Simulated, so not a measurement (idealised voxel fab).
process module | voxel gate over fins
cross-section cut | 265 nm wide | cells 5 nm
A cross-section is a grid of square cells, given in bands from the top down. A band is one or more rows of cells.
Each band's line starts with the height of the band's top and of its bottom, in nm. Then come its materials from left to right, each with its width in nm. One material with "throughout" fills the band from edge to edge. "air" is empty space.
Height 0 is the level under which the wafer as received is all one material. The lowest band goes on downwards, as in "0 down".
A width such as "30 to 40" changes by the same amount from each row of cells to the next, from the band's top row to its bottom row.
"no change" after a step means that no cell of the cross-section changed.
closed voids: empty space of 8 cells or more with no open way to the top, each as width x height at its distance from the left edge, in nm
after a step's settings: what the simulator itself notes on the step
overlay nm, on a step with a mask: how far to the right of its planned place the mask lay; to the left if negative
Each pair below shows a cross-section before one step and the cross-section after it, down to the lowest band that changed. The line under each pair gives the step between them, with its settings. The pairs can come from different runs of this module on the same starting wafer, so a pair continues from the pair above only where its "before" says so.
before
  15 to 10: air 60 | TiAl 45 | air 5 | TiAl 45 | air 5 | TiAl 45 | air 60
  10 to 5: air 60 | TiAl 5 | TiN 35 | TiAl 5 | air 5 | TiAl 5 | TiN 35 | TiAl 5 | air 5 | TiAl 5 | TiN 35 | TiAl 5 | air 60
  5 to 0: TiAl 65 | TiN 5 | HfO2 25 | TiN 5 | TiAl 15 | TiN 5 | HfO2 25 | TiN 5 | TiAl 15 | TiN 5 | HfO2 25 | TiN 5 | TiAl 65
  0 to -5: TiN 70 | HfO2 5 | Si 15 | HfO2 5 | TiN 25 | HfO2 5 | Si 15 | HfO2 5 | TiN 25 | HfO2 5 | Si 15 | HfO2 5 | TiN 70
  -5 to -10: HfO2 75 | Si 15 | HfO2 35 | Si 15 | HfO2 35 | Si 15 | HfO2 75
  -10 to -15: SiO2 75 | Si 15 | SiO2 35 | Si 15 | SiO2 35 | Si 15 | SiO2 75
  -15 to -20: SiO2 75 | Si 15 | SiO2 10 | TiN 5 | Ru 5 | TiN 5 | SiO2 10 | Si 15 | SiO2 35 | Si 15 | SiO2 75
  -20 to -25: SiO2 75 | Si 15 | SiO2 10 | TiN 15 | SiO2 10 | Si 15 | SiO2 35 | Si 15 | SiO2 75
  -25 down: Si throughout
  closed voids: none
after
  20 to 15: air 55 | TiN 155 | air 55
  15 to 10: air 55 | TiN 5 | TiAl 45 | TiN 5 | TiAl 45 | TiN 5 | TiAl 45 | TiN 5 | air 55
  10 to 5: TiN 60 | TiAl 5 | TiN 35 | TiAl 5 | TiN 5 | TiAl 5 | TiN 35 | TiAl 5 | TiN 5 | TiAl 5 | TiN 35 | TiAl 5 | TiN 60
  below 5: unchanged
  closed voids: none
the step between: op CONFORMAL_DEP | material TiN | thk nm 5
before: the cross-section after the pair above
after
  30 to 20: W throughout
  20 to 15: W 55 | TiN 155 | W 55
  15 to 10: W 55 | TiN 5 | TiAl 45 | TiN 5 | TiAl 45 | TiN 5 | TiAl 45 | TiN 5 | W 55
  below 10: unchanged
  closed voids: none
the step between: op FILL_DEP | material W | thk nm 10
before: the cross-section after the pair above
after
  25 to 20: W throughout
  below 20: unchanged
  closed voids: none
the step between: op CMP | height nm 25
before: the cross-section after the pair above
after
  30 to 25: SiN throughout
  below 25: unchanged
  closed voids: none
the step between: op CONFORMAL_DEP | material SiN | thk nm 5
before
  10 to 0: SiO2 75 | SiN 15 | SiO2 35 | SiN 15 | SiO2 35 | SiN 15 | SiO2 75
  0 to -30: SiO2 75 | Si 15 | SiO2 35 | Si 15 | SiO2 35 | Si 15 | SiO2 75
  -30 down: Si throughout
  closed voids: none
after
  30 to 10: resist 100 | air 20 | resist 145
  below 10: unchanged
  closed voids: none
the step between: op PATTERN | tone open | mask id RAIL | material resist | width nm 20 | thk nm 20 | overlay nm 0
before: the cross-section after the pair above
after
  30 to 10: resist 100 | air 20 | resist 145
  10 to 0: SiO2 75 | SiN 15 | SiO2 10 | air 20 | SiO2 5 | SiN 15 | SiO2 35 | SiN 15 | SiO2 75
  0 to -25: SiO2 75 | Si 15 | SiO2 10 | air 20 | SiO2 5 | Si 15 | SiO2 35 | Si 15 | SiO2 75
  below -25: unchanged
  closed voids: none
the step between: op DIRECTIONAL_ETCH | etch materials SiO2 | depth nm 35
before: the cross-section after the pair above
after
  10 to 0: SiO2 75 | SiN 15 | SiO2 10 | air 20 | SiO2 5 | SiN 15 | SiO2 35 | SiN 15 | SiO2 75
  below 0: unchanged
  closed voids: none
the step between: op STRIP | etch materials resist
before: the cross-section after the pair above
after
  15 to 10: TiN 105 | air 10 | TiN 150
  10 to 0: SiO2 75 | SiN 15 | SiO2 10 | TiN 5 | air 10 | TiN 5 | SiO2 5 | SiN 15 | SiO2 35 | SiN 15 | SiO2 75
  0 to -20: SiO2 75 | Si 15 | SiO2 10 | TiN 5 | air 10 | TiN 5 | SiO2 5 | Si 15 | SiO2 35 | Si 15 | SiO2 75
  -20 to -25: SiO2 75 | Si 15 | SiO2 10 | TiN 20 | SiO2 5 | Si 15 | SiO2 35 | Si 15 | SiO2 75
  below -25: unchanged
  closed voids: none
the step between: op CONFORMAL_DEP | material TiN | thk nm 5
before: the cross-section after the pair above
after
  20 to 15: Ru throughout
  15 to 10: TiN 105 | Ru 10 | TiN 150
  10 to 0: SiO2 75 | SiN 15 | SiO2 10 | TiN 5 | Ru 10 | TiN 5 | SiO2 5 | SiN 15 | SiO2 35 | SiN 15 | SiO2 75
  0 to -20: SiO2 75 | Si 15 | SiO2 10 | TiN 5 | Ru 10 | TiN 5 | SiO2 5 | Si 15 | SiO2 35 | Si 15 | SiO2 75
  below -20: unchanged
  closed voids: none
the step between: op FILL_DEP | material Ru | thk nm 5
before: the cross-section after the pair above
after
  10 to 0: SiO2 75 | SiN 15 | SiO2 10 | TiN 5 | Ru 10 | TiN 5 | SiO2 5 | SiN 15 | SiO2 35 | SiN 15 | SiO2 75
  below 0: unchanged
  closed voids: none
the step between: op CMP | height nm 10
before: the cross-section after the pair above
after
  10 to 0: SiO2 75 | SiN 15 | SiO2 10 | air 20 | SiO2 5 | SiN 15 | SiO2 35 | SiN 15 | SiO2 75
  0 to -15: SiO2 75 | Si 15 | SiO2 10 | air 20 | SiO2 5 | Si 15 | SiO2 35 | Si 15 | SiO2 75
  below -15: unchanged
  closed voids: none
the step between: op SELECTIVE_ETCH | etch materials W Ru TiN | depth nm 25
before: the cross-section after the pair above
after
  15 to 10: SiO2 throughout
  10 to 0: SiO2 75 | SiN 15 | SiO2 35 | SiN 15 | SiO2 35 | SiN 15 | SiO2 75
  0 to -15: SiO2 75 | Si 15 | SiO2 35 | Si 15 | SiO2 35 | Si 15 | SiO2 75
  below -15: unchanged
  closed voids: none
the step between: op FILL_DEP | material SiO2 | thk nm 5
before: the cross-section after the pair above
after
  10 to 0: SiO2 75 | SiN 15 | SiO2 35 | SiN 15 | SiO2 35 | SiN 15 | SiO2 75
  below 0: unchanged
  closed voids: none
the step between: op CMP | height nm 10
before: the cross-section after the pair above
after
  10 to 0: air 75 | SiN 15 | air 35 | SiN 15 | air 35 | SiN 15 | air 75
  0 to -10: air 75 | Si 15 | air 35 | Si 15 | air 35 | Si 15 | air 75
  below -10: unchanged
  closed voids: none
the step between: op SELECTIVE_ETCH | etch materials SiO2 | depth nm 20
before: the cross-section after the pair above
after
  0 to -10: air 75 | Si 15 | air 35 | Si 15 | air 35 | Si 15 | air 75
  below -10: unchanged
  closed voids: none
the step between: op STRIP | etch materials SiN
before: the cross-section after the pair above
after
  5 to 0: air 70 | HfO2 25 | air 25 | HfO2 25 | air 25 | HfO2 25 | air 70
  0 to -5: air 70 | HfO2 5 | Si 15 | HfO2 5 | air 25 | HfO2 5 | Si 15 | HfO2 5 | air 25 | HfO2 5 | Si 15 | HfO2 5 | air 70
  -5 to -10: HfO2 75 | Si 15 | HfO2 35 | Si 15 | HfO2 35 | Si 15 | HfO2 75
  below -10: unchanged
  closed voids: none
the step between: op CONFORMAL_DEP | material HfO2 | thk nm 5
before: the cross-section after the pair above
after
  10 to 5: air 65 | TiN 35 | air 15 | TiN 35 | air 15 | TiN 35 | air 65
  5 to 0: air 65 | TiN 5 | HfO2 25 | TiN 5 | air 15 | TiN 5 | HfO2 25 | TiN 5 | air 15 | TiN 5 | HfO2 25 | TiN 5 | air 65
  0 to -5: TiN 70 | HfO2 5 | Si 15 | HfO2 5 | TiN 25 | HfO2 5 | Si 15 | HfO2 5 | TiN 25 | HfO2 5 | Si 15 | HfO2 5 | TiN 70
  below -5: unchanged
  closed voids: none
the step between: op CONFORMAL_DEP | material TiN | thk nm 5
before: the cross-section after the pair above
after
  15 to 10: air 60 | TiAl 45 | air 5 | TiAl 45 | air 5 | TiAl 45 | air 60
  10 to 5: air 60 | TiAl 5 | TiN 35 | TiAl 5 | air 5 | TiAl 5 | TiN 35 | TiAl 5 | air 5 | TiAl 5 | TiN 35 | TiAl 5 | air 60
  5 to 0: TiAl 65 | TiN 5 | HfO2 25 | TiN 5 | TiAl 15 | TiN 5 | HfO2 25 | TiN 5 | TiAl 15 | TiN 5 | HfO2 25 | TiN 5 | TiAl 65
  below 0: unchanged
  closed voids: none
the step between: op CONFORMAL_DEP | material TiAl | thk nm 5
before: the cross-section after the pair above
after
  20 to 15: air 55 | TiN 155 | air 55
  15 to 10: air 55 | TiN 5 | TiAl 45 | TiN 5 | TiAl 45 | TiN 5 | TiAl 45 | TiN 5 | air 55
  10 to 5: TiN 60 | TiAl 5 | TiN 35 | TiAl 5 | TiN 5 | TiAl 5 | TiN 35 | TiAl 5 | TiN 5 | TiAl 5 | TiN 35 | TiAl 5 | TiN 60
  below 5: unchanged
  closed voids: none
the step between: op CONFORMAL_DEP | material TiN | thk nm 5
before: the cross-section after the pair above
after
  30 to 20: W throughout
  20 to 15: W 55 | TiN 155 | W 55
  15 to 10: W 55 | TiN 5 | TiAl 45 | TiN 5 | TiAl 45 | TiN 5 | TiAl 45 | TiN 5 | W 55
  below 10: unchanged
  closed voids: none
the step between: op FILL_DEP | material W | thk nm 10
before: the cross-section after the pair above
after
  25 to 20: W throughout
  below 20: unchanged
  closed voids: none
the step between: op CMP | height nm 25
before: the cross-section after the pair above
after
  30 to 25: SiN throughout
  below 25: unchanged
  closed voids: none
the step between: op CONFORMAL_DEP | material SiN | thk nm 5
before
  10 to 0: SiO2 75 | SiN 15 | SiO2 35 | SiN 15 | SiO2 35 | SiN 15 | SiO2 75
  0 to -30: SiO2 75 | Si 15 | SiO2 35 | Si 15 | SiO2 35 | Si 15 | SiO2 75
  -30 down: Si throughout
  closed voids: none
after
  30 to 10: resist 95 | air 15 | resist 155
  below 10: unchanged
  closed voids: none
the step between: op PATTERN | tone open | mask id RAIL | material resist | width nm 15 | thk nm 20 | overlay nm -5
before: the cross-section after the pair above
after
  30 to 10: resist 95 | air 15 | resist 155
  10 to 0: SiO2 75 | SiN 15 | SiO2 5 | air 15 | SiO2 15 | SiN 15 | SiO2 35 | SiN 15 | SiO2 75
  0 to -25: SiO2 75 | Si 15 | SiO2 5 | air 15 | SiO2 15 | Si 15 | SiO2 35 | Si 15 | SiO2 75
  below -25: unchanged
  closed voids: none
the step between: op DIRECTIONAL_ETCH | etch materials SiO2 | depth nm 35
before: the cross-section after the pair above
after
  10 to 0: SiO2 75 | SiN 15 | SiO2 5 | air 15 | SiO2 15 | SiN 15 | SiO2 35 | SiN 15 | SiO2 75
  below 0: unchanged
  closed voids: none
the step between: op STRIP | etch materials resist
before: the cross-section after the pair above
after
  15 to 10: TiN 100 | air 5 | TiN 160
  10 to 0: SiO2 75 | SiN 15 | SiO2 5 | TiN 5 | air 5 | TiN 5 | SiO2 15 | SiN 15 | SiO2 35 | SiN 15 | SiO2 75
  0 to -20: SiO2 75 | Si 15 | SiO2 5 | TiN 5 | air 5 | TiN 5 | SiO2 15 | Si 15 | SiO2 35 | Si 15 | SiO2 75
  -20 to -25: SiO2 75 | Si 15 | SiO2 5 | TiN 15 | SiO2 15 | Si 15 | SiO2 35 | Si 15 | SiO2 75
  below -25: unchanged
  closed voids: none
the step between: op CONFORMAL_DEP | material TiN | thk nm 5
before: the cross-section after the pair above
after
  20 to 15: Ru throughout
  15 to 10: TiN 100 | Ru 5 | TiN 160
  10 to 0: SiO2 75 | SiN 15 | SiO2 5 | TiN 5 | Ru 5 | TiN 5 | SiO2 15 | SiN 15 | SiO2 35 | SiN 15 | SiO2 75
  0 to -20: SiO2 75 | Si 15 | SiO2 5 | TiN 5 | Ru 5 | TiN 5 | SiO2 15 | Si 15 | SiO2 35 | Si 15 | SiO2 75
  below -20: unchanged
  closed voids: none
the step between: op FILL_DEP | material Ru | thk nm 5
before: the cross-section after the pair above
after
  10 to 0: SiO2 75 | SiN 15 | SiO2 5 | TiN 5 | Ru 5 | TiN 5 | SiO2 15 | SiN 15 | SiO2 35 | SiN 15 | SiO2 75
  below 0: unchanged
  closed voids: none
the step between: op CMP | height nm 10
before: the cross-section after the pair above
after
  10 to 0: SiO2 75 | SiN 15 | SiO2 5 | air 15 | SiO2 15 | SiN 15 | SiO2 35 | SiN 15 | SiO2 75
  0 to -15: SiO2 75 | Si 15 | SiO2 5 | air 15 | SiO2 15 | Si 15 | SiO2 35 | Si 15 | SiO2 75
  below -15: unchanged
  closed voids: none
the step between: op SELECTIVE_ETCH | etch materials W Ru TiN | depth nm 25
before: the cross-section after the pair above
after
  15 to 10: SiO2 throughout
  10 to 0: SiO2 75 | SiN 15 | SiO2 35 | SiN 15 | SiO2 35 | SiN 15 | SiO2 75
  0 to -15: SiO2 75 | Si 15 | SiO2 35 | Si 15 | SiO2 35 | Si 15 | SiO2 75
  below -15: unchanged
  closed voids: none
the step between: op FILL_DEP | material SiO2 | thk nm 5
before: the cross-section after the pair above
after
  10 to 0: SiO2 75 | SiN 15 | SiO2 35 | SiN 15 | SiO2 35 | SiN 15 | SiO2 75
  below 0: unchanged
  closed voids: none
the step between: op CMP | height nm 10
before: the cross-section after the pair above
after
  10 to 0: air 75 | SiN 15 | air 35 | SiN 15 | air 35 | SiN 15 | air 75
  0 to -10: air 75 | Si 15 | air 35 | Si 15 | air 35 | Si 15 | air 75
  below -10: unchanged
  closed voids: none
the step between: op SELECTIVE_ETCH | etch materials SiO2 | depth nm 20
before: the cross-section after the pair above
after
  0 to -10: air 75 | Si 15 | air 35 | Si 15 | air 35 | Si 15 | air 75
  below -10: unchanged
  closed voids: none
the step between: op STRIP | etch materials SiN
before: the cross-section after the pair above
after
  5 to 0: air 70 | HfO2 25 | air 25 | HfO2 25 | air 25 | HfO2 25 | air 70
  0 to -5: air 70 | HfO2 5 | Si 15 | HfO2 5 | air 25 | HfO2 5 | Si 15 | HfO2 5 | air 25 | HfO2 5 | Si 15 | HfO2 5 | air 70
  -5 to -10: HfO2 75 | Si 15 | HfO2 35 | Si 15 | HfO2 35 | Si 15 | HfO2 75
  below -10: unchanged
  closed voids: none
the step between: op CONFORMAL_DEP | material HfO2 | thk nm 5
before: the cross-section after the pair above
after
  10 to 5: air 65 | TiN 35 | air 15 | TiN 35 | air 15 | TiN 35 | air 65
  5 to 0: air 65 | TiN 5 | HfO2 25 | TiN 5 | air 15 | TiN 5 | HfO2 25 | TiN 5 | air 15 | TiN 5 | HfO2 25 | TiN 5 | air 65
  0 to -5: TiN 70 | HfO2 5 | Si 15 | HfO2 5 | TiN 25 | HfO2 5 | Si 15 | HfO2 5 | TiN 25 | HfO2 5 | Si 15 | HfO2 5 | TiN 70
  below -5: unchanged
  closed voids: none
the step between: op CONFORMAL_DEP | material TiN | thk nm 5
before: the cross-section after the pair above
after
  15 to 10: air 60 | TiAl 45 | air 5 | TiAl 45 | air 5 | TiAl 45 | air 60
  10 to 5: air 60 | TiAl 5 | TiN 35 | TiAl 5 | air 5 | TiAl 5 | TiN 35 | TiAl 5 | air 5 | TiAl 5 | TiN 35 | TiAl 5 | air 60
  5 to 0: TiAl 65 | TiN 5 | HfO2 25 | TiN 5 | TiAl 15 | TiN 5 | HfO2 25 | TiN 5 | TiAl 15 | TiN 5 | HfO2 25 | TiN 5 | TiAl 65
  below 0: unchanged
  closed voids: none
the step between: op CONFORMAL_DEP | material TiAl | thk nm 5
before: the cross-section after the pair above
after
  20 to 15: air 55 | TiN 155 | air 55
  15 to 10: air 55 | TiN 5 | TiAl 45 | TiN 5 | TiAl 45 | TiN 5 | TiAl 45 | TiN 5 | air 55
  10 to 5: TiN 60 | TiAl 5 | TiN 35 | TiAl 5 | TiN 5 | TiAl 5 | TiN 35 | TiAl 5 | TiN 5 | TiAl 5 | TiN 35 | TiAl 5 | TiN 60
  below 5: unchanged
  closed voids: none
the step between: op CONFORMAL_DEP | material TiN | thk nm 5
before: the cross-section after the pair above
after
  30 to 20: W throughout
  20 to 15: W 55 | TiN 155 | W 55
  15 to 10: W 55 | TiN 5 | TiAl 45 | TiN 5 | TiAl 45 | TiN 5 | TiAl 45 | TiN 5 | W 55
  below 10: unchanged
  closed voids: none
the step between: op FILL_DEP | material W | thk nm 10
before: the cross-section after the pair above
after
  25 to 20: W throughout
  below 20: unchanged
  closed voids: none
the step between: op CMP | height nm 25
before: the cross-section after the pair above
after
  30 to 25: SiN throughout
  below 25: unchanged
  closed voids: none
the step between: op CONFORMAL_DEP | material SiN | thk nm 5
before
  10 to 0: SiO2 75 | SiN 15 | SiO2 10 | air 15 | SiO2 10 | SiN 15 | SiO2 35 | SiN 15 | SiO2 75
  0 to -15: SiO2 75 | Si 15 | SiO2 10 | air 15 | SiO2 10 | Si 15 | SiO2 35 | Si 15 | SiO2 75
  -15 to -20: SiO2 75 | Si 15 | SiO2 10 | TiN 5 | Ru 5 | TiN 5 | SiO2 10 | Si 15 | SiO2 35 | Si 15 | SiO2 75
  -20 to -25: SiO2 75 | Si 15 | SiO2 10 | TiN 15 | SiO2 10 | Si 15 | SiO2 35 | Si 15 | SiO2 75
  -25 to -30: SiO2 75 | Si 15 | SiO2 35 | Si 15 | SiO2 35 | Si 15 | SiO2 75
  -30 down: Si throughout
  closed voids: none
after
  15 to 10: Ru throughout
  10 to 0: SiO2 75 | SiN 15 | SiO2 10 | Ru 15 | SiO2 10 | SiN 15 | SiO2 35 | SiN 15 | SiO2 75
  0 to -15: SiO2 75 | Si 15 | SiO2 10 | Ru 15 | SiO2 10 | Si 15 | SiO2 35 | Si 15 | SiO2 75
  below -15: unchanged
  closed voids: none
the step between: op FILL_DEP | material Ru | thk nm 5
before: the cross-section after the pair above
after
  10 to 0: SiO2 75 | SiN 15 | SiO2 10 | Ru 15 | SiO2 10 | SiN 15 | SiO2 35 | SiN 15 | SiO2 75
  below 0: unchanged
  closed voids: none
the step between: op CMP | height nm 10
before: the cross-section after the pair above
after
  10 to 0: air 75 | SiN 15 | air 10 | Ru 15 | air 10 | SiN 15 | air 35 | SiN 15 | air 75
  0 to -10: air 75 | Si 15 | air 10 | Ru 15 | air 10 | Si 15 | air 35 | Si 15 | air 75
  below -10: unchanged
  closed voids: none
the step between: op SELECTIVE_ETCH | etch materials SiO2 | depth nm 20
before: the cross-section after the pair above
after
  10 to 0: air 100 | Ru 15 | air 150
  below 0: unchanged
  closed voids: none
the step between: op STRIP | etch materials SiN
before: the cross-section after the pair above
after
  15 to 10: air 95 | HfO2 25 | air 145
  10 to 5: air 95 | HfO2 5 | Ru 15 | HfO2 5 | air 145
  5 to 0: air 70 | HfO2 30 | Ru 15 | HfO2 30 | air 25 | HfO2 25 | air 70
  0 to -5: air 70 | HfO2 5 | Si 15 | HfO2 10 | Ru 15 | HfO2 10 | Si 15 | HfO2 5 | air 25 | HfO2 5 | Si 15 | HfO2 5 | air 70
  -5 to -10: HfO2 75 | Si 15 | HfO2 10 | Ru 15 | HfO2 10 | Si 15 | HfO2 35 | Si 15 | HfO2 75
  below -10: unchanged
  closed voids: none
the step between: op CONFORMAL_DEP | material HfO2 | thk nm 5
before: the cross-section after the pair above
after
  20 to 15: air 90 | TiN 35 | air 140
  15 to 10: air 90 | TiN 5 | HfO2 25 | TiN 5 | air 140
  10 to 5: air 65 | TiN 30 | HfO2 5 | Ru 15 | HfO2 5 | TiN 30 | air 15 | TiN 35 | air 65
  5 to 0: air 65 | TiN 5 | HfO2 30 | Ru 15 | HfO2 30 | TiN 5 | air 15 | TiN 5 | HfO2 25 | TiN 5 | air 65
  0 to -5: TiN 70 | HfO2 5 | Si 15 | HfO2 10 | Ru 15 | HfO2 10 | Si 15 | HfO2 5 | TiN 25 | HfO2 5 | Si 15 | HfO2 5 | TiN 70
  below -5: unchanged
  closed voids: none
the step between: op CONFORMAL_DEP | material TiN | thk nm 5
before: the cross-section after the pair above
after
  25 to 20: air 85 | TiAl 45 | air 135
  20 to 15: air 85 | TiAl 5 | TiN 35 | TiAl 5 | air 135
  15 to 10: air 60 | TiAl 30 | TiN 5 | HfO2 25 | TiN 5 | TiAl 30 | air 5 | TiAl 45 | air 60
  10 to 5: air 60 | TiAl 5 | TiN 30 | HfO2 5 | Ru 15 | HfO2 5 | TiN 30 | TiAl 5 | air 5 | TiAl 5 | TiN 35 | TiAl 5 | air 60
  5 to 0: TiAl 65 | TiN 5 | HfO2 30 | Ru 15 | HfO2 30 | TiN 5 | TiAl 15 | TiN 5 | HfO2 25 | TiN 5 | TiAl 65
  below 0: unchanged
  closed voids: none
the step between: op CONFORMAL_DEP | material TiAl | thk nm 5
before: the cross-section after the pair above
after
  30 to 25: air 80 | TiN 55 | air 130
  25 to 20: air 80 | TiN 5 | TiAl 45 | TiN 5 | air 130
  20 to 15: air 55 | TiN 30 | TiAl 5 | TiN 35 | TiAl 5 | TiN 80 | air 55
  15 to 10: air 55 | TiN 5 | TiAl 30 | TiN 5 | HfO2 25 | TiN 5 | TiAl 30 | TiN 5 | TiAl 45 | TiN 5 | air 55
  10 to 5: TiN 60 | TiAl 5 | TiN 30 | HfO2 5 | Ru 15 | HfO2 5 | TiN 30 | TiAl 5 | TiN 5 | TiAl 5 | TiN 35 | TiAl 5 | TiN 60
  below 5: unchanged
  closed voids: none
the step between: op CONFORMAL_DEP | material TiN | thk nm 5
before: the cross-section after the pair above
after
  40 to 30: W throughout
  30 to 25: W 80 | TiN 55 | W 130
  25 to 20: W 80 | TiN 5 | TiAl 45 | TiN 5 | W 130
  20 to 15: W 55 | TiN 30 | TiAl 5 | TiN 35 | TiAl 5 | TiN 80 | W 55
  15 to 10: W 55 | TiN 5 | TiAl 30 | TiN 5 | HfO2 25 | TiN 5 | TiAl 30 | TiN 5 | TiAl 45 | TiN 5 | W 55
  below 10: unchanged
  closed voids: none
the step between: op FILL_DEP | material W | thk nm 10
before: the cross-section after the pair above
after
  25 to 20: W 80 | TiN 5 | TiAl 45 | TiN 5 | W 130
  below 20: unchanged
  closed voids: none
the step between: op CMP | height nm 25
before: the cross-section after the pair above
after
  30 to 25: SiN throughout
  below 25: unchanged
  closed voids: none
the step between: op CONFORMAL_DEP | material SiN | thk nm 5
before
  20 to 10: aC throughout
  10 to 0: SiN throughout
  0 down: Si throughout
  closed voids: none
after
  45 to 20: resist 75 | air 15 | resist 35 | air 15 | resist 35 | air 15 | resist 75
  below 20: unchanged
  closed voids: none
the step between: op PATTERN | tone open | mask id FINS | material resist | width nm 15 | pitch nm 50 | thk nm 25 | overlay nm 0
before: the cross-section after the pair above
after
  35 to 20: resist 75 | air 15 | resist 35 | air 15 | resist 35 | air 15 | resist 75
  20 to 10: aC 75 | air 15 | aC 35 | air 15 | aC 35 | air 15 | aC 75
  below 10: unchanged
  closed voids: none
the step between: op DIRECTIONAL_ETCH | etch materials aC | depth nm 10
before: the cross-section after the pair above
after
  20 to 10: aC 75 | air 15 | aC 35 | air 15 | aC 35 | air 15 | aC 75
  below 10: unchanged
  closed voids: none
the step between: op STRIP | etch materials resist
before: the cross-section after the pair above
after
  20 to 10: aC 75 | air 15 | aC 35 | air 15 | aC 35 | air 15 | aC 75
  10 to 0: SiN 75 | air 15 | SiN 35 | air 15 | SiN 35 | air 15 | SiN 75
  below 0: unchanged
  closed voids: none
the step between: op DIRECTIONAL_ETCH | etch materials SiN | depth nm 10
before: the cross-section after the pair above
after
  20 to 10: aC 75 | air 15 | aC 35 | air 15 | aC 35 | air 15 | aC 75
  10 to 0: SiN 75 | air 15 | SiN 35 | air 15 | SiN 35 | air 15 | SiN 75
  0 to -30: Si 75 | air 15 | Si 35 | air 15 | Si 35 | air 15 | Si 75
  below -30: unchanged
  closed voids: none
the step between: op DIRECTIONAL_ETCH | etch materials Si | depth nm 30
before: the cross-section after the pair above
after
  10 to 0: SiN 75 | air 15 | SiN 35 | air 15 | SiN 35 | air 15 | SiN 75
  below 0: unchanged
  closed voids: none
the step between: op STRIP | etch materials aC
before: the cross-section after the pair above
after
  25 to 10: SiO2 throughout
  10 to 0: SiN 75 | SiO2 15 | SiN 35 | SiO2 15 | SiN 35 | SiO2 15 | SiN 75
  0 to -30: Si 75 | SiO2 15 | Si 35 | SiO2 15 | Si 35 | SiO2 15 | Si 75
  below -30: unchanged
  closed voids: none
the step between: op FILL_DEP | material SiO2 | thk nm 15
before: the cross-section after the pair above
after
  10 to 0: SiN 75 | SiO2 15 | SiN 35 | SiO2 15 | SiN 35 | SiO2 15 | SiN 75
  below 0: unchanged
  closed voids: none
the step between: op CMP | height nm 10
before: the cross-section after the pair above
after
  30 to 10: resist 100 | air 15 | resist 150
  below 10: unchanged
  closed voids: none
the step between: op PATTERN | tone open | mask id RAIL | material resist | width nm 15 | thk nm 20 | overlay nm 0
before: the cross-section after the pair above
after
  10 to 0: SiN 75 | SiO2 15 | SiN 35 | SiO2 15 | SiN 35 | SiO2 15 | SiN 75
  below 0: unchanged
  closed voids: none
the step between: op STRIP | etch materials resist
before: the cross-section after the pair above
after
  15 to 10: TiN throughout
  below 10: unchanged
  closed voids: none
the step between: op CONFORMAL_DEP | material TiN | thk nm 5
before: the cross-section after the pair above
after
  20 to 15: Ru throughout
  below 15: unchanged
  closed voids: none
the step between: op FILL_DEP | material Ru | thk nm 5
before: the cross-section after the pair above
after
  10 to 0: SiN 75 | SiO2 15 | SiN 35 | SiO2 15 | SiN 35 | SiO2 15 | SiN 75
  below 0: unchanged
  closed voids: none
the step between: op CMP | height nm 10
before: the cross-section after the pair above
after
  15 to 10: SiO2 throughout
  below 10: unchanged
  closed voids: none
the step between: op FILL_DEP | material SiO2 | thk nm 5
before: the cross-section after the pair above
after
  10 to 0: SiN 75 | SiO2 15 | SiN 35 | SiO2 15 | SiN 35 | SiO2 15 | SiN 75
  below 0: unchanged
  closed voids: none
the step between: op CMP | height nm 10
before: the cross-section after the pair above
after
  10 to 0: SiN 75 | air 15 | SiN 35 | air 15 | SiN 35 | air 15 | SiN 75
  0 to -10: Si 75 | air 15 | Si 35 | air 15 | Si 35 | air 15 | Si 75
  below -10: unchanged
  closed voids: none
the step between: op SELECTIVE_ETCH | etch materials SiO2 | depth nm 20
before: the cross-section after the pair above
after
  0 to -10: Si 75 | air 15 | Si 35 | air 15 | Si 35 | air 15 | Si 75
  below -10: unchanged
  closed voids: none
the step between: op STRIP | etch materials SiN
before: the cross-section after the pair above
after
  5 to 0: HfO2 80 | air 5 | HfO2 45 | air 5 | HfO2 45 | air 5 | HfO2 80
  0 to -5: Si 75 | HfO2 5 | air 5 | HfO2 5 | Si 35 | HfO2 5 | air 5 | HfO2 5 | Si 35 | HfO2 5 | air 5 | HfO2 5 | Si 75
  -5 to -10: Si 75 | HfO2 15 | Si 35 | HfO2 15 | Si 35 | HfO2 15 | Si 75
  below -10: unchanged
  closed voids: none
the step between: op CONFORMAL_DEP | material HfO2 | thk nm 5
before: the cross-section after the pair above
after
  10 to 5: TiN throughout
  5 to 0: HfO2 80 | TiN 5 | HfO2 45 | TiN 5 | HfO2 45 | TiN 5 | HfO2 80
  0 to -5: Si 75 | HfO2 5 | TiN 5 | HfO2 5 | Si 35 | HfO2 5 | TiN 5 | HfO2 5 | Si 35 | HfO2 5 | TiN 5 | HfO2 5 | Si 75
  below -5: unchanged
  closed voids: none
the step between: op CONFORMAL_DEP | material TiN | thk nm 5
before: the cross-section after the pair above
after
  15 to 10: TiAl throughout
  below 10: unchanged
  closed voids: none
the step between: op CONFORMAL_DEP | material TiAl | thk nm 5
before: the cross-section after the pair above
after
  20 to 15: TiN throughout
  below 15: unchanged
  closed voids: none
the step between: op CONFORMAL_DEP | material TiN | thk nm 5
before: the cross-section after the pair above
after
  30 to 20: W throughout
  below 20: unchanged
  closed voids: none
the step between: op FILL_DEP | material W | thk nm 10
before: the cross-section after the pair above
after
  25 to 20: W throughout
  below 20: unchanged
  closed voids: none
the step between: op CMP | height nm 25
before: the cross-section after the pair above
after
  30 to 25: SiN throughout
  below 25: unchanged
  closed voids: none
the step between: op CONFORMAL_DEP | material SiN | thk nm 5
